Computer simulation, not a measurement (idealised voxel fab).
You're looking at the process module voxel air gaps.
FYI the section here is cut, 205 nm wide, cells are 5 nm squares.
We lay out every cross-section as a grid of square cells and spell it out in bands from the top down, where one band means one or more rows of cells. Each band's line starts with the height of the band's top and of its bottom, in nm. Then come its materials from left to right, each with its width in nm. One material with "all across" fills the band from edge to edge. "air" is empty space. Measure heights from 0. That's the level where, below it, the as-received wafer is all one material. The lowest band is bottomless and extends downward; write it as in "top 0, no bottom". It should be noted that a width expressed as "30->40" varies in equal increments from row to row of cells within the band, taking the value of the first number at the top row and that of the second number at the bottom row. Reading "nothing different" for a step: not a cell of the cross-section changed in it. "Closed cavity list": sealed empty spaces, 8 cells or more, no open way to top, listed width x height at distance, with distance from the left edge and width, height and distance in nm. Whatever follows a step's settings on its line is a remark the simulator itself makes about that step. Regarding "overlay nm": on a step with a mask, it is the distance the mask lay to the right of its planned place; a negative value places it to the left.

-- Process steps foreseen in the plan
step 1: RECEIVE | material Si
step 2: CONFORMAL_DEP | material SiO2 | thk nm 10
step 3: CONFORMAL_DEP | material SiN | thk nm 5
step 4: DIRECTIONAL_DEP | material SiO2 | thk nm 40
step 5: PATTERN | tone open | mask id LINES | material resist | width nm 15 | pitch nm 40 | thk nm 20 | overlay nm 0
step 6: DIRECTIONAL_ETCH | etch materials SiO2 | depth nm 40
step 7: STRIP | etch materials resist
step 8: CONFORMAL_DEP | material TiN | thk nm 5
step 9: FILL_DEP | material Cu | thk nm 5
step 10: CMP | height nm 55
step 11: EPI | material Ru | thk nm 10
step 12: SELECTIVE_ETCH | etch materials SiO2 | depth nm 50
step 13: CONFORMAL_DEP | material SiN | thk nm 5

-- Received-state cross-section, reflecting completion of step 1
- top 0, no bottom: Si all across
- Closed cavity list: none

-- Wafer at module end, in section. Began as above, planned as above, run with one mistake
- top 70, bottom 65: air 40  SiN 125  air 40
- top 65, bottom 55: air 40  SiN 5  Ru 35  SiN 5  Ru 35  SiN 5  Ru 35  SiN 5  air 40
- top 55, bottom 20: air 40  SiN 5  Ru 10  TiN 5  Cu 5  TiN 5  Ru 10  SiN 5  Ru 10  TiN 5  Cu 5  TiN 5  Ru 10  SiN 5  Ru 10  TiN 5  Cu 5  TiN 5  Ru 10  SiN 5  air 40
- top 20, bottom 15: SiN 45  Ru 10  TiN 15  Ru 10  SiN 5  Ru 10  TiN 15  Ru 10  SiN 5  Ru 10  TiN 15  Ru 10  SiN 45
- top 15, bottom 10: SiN all across
- top 10, bottom 0: SiO2 all across
- top 0, no bottom: Si all across
- Closed cavity list: none
Heads up, the wafer didn't run the way we planned it: steps 11 and 12: order swapped relative to plan
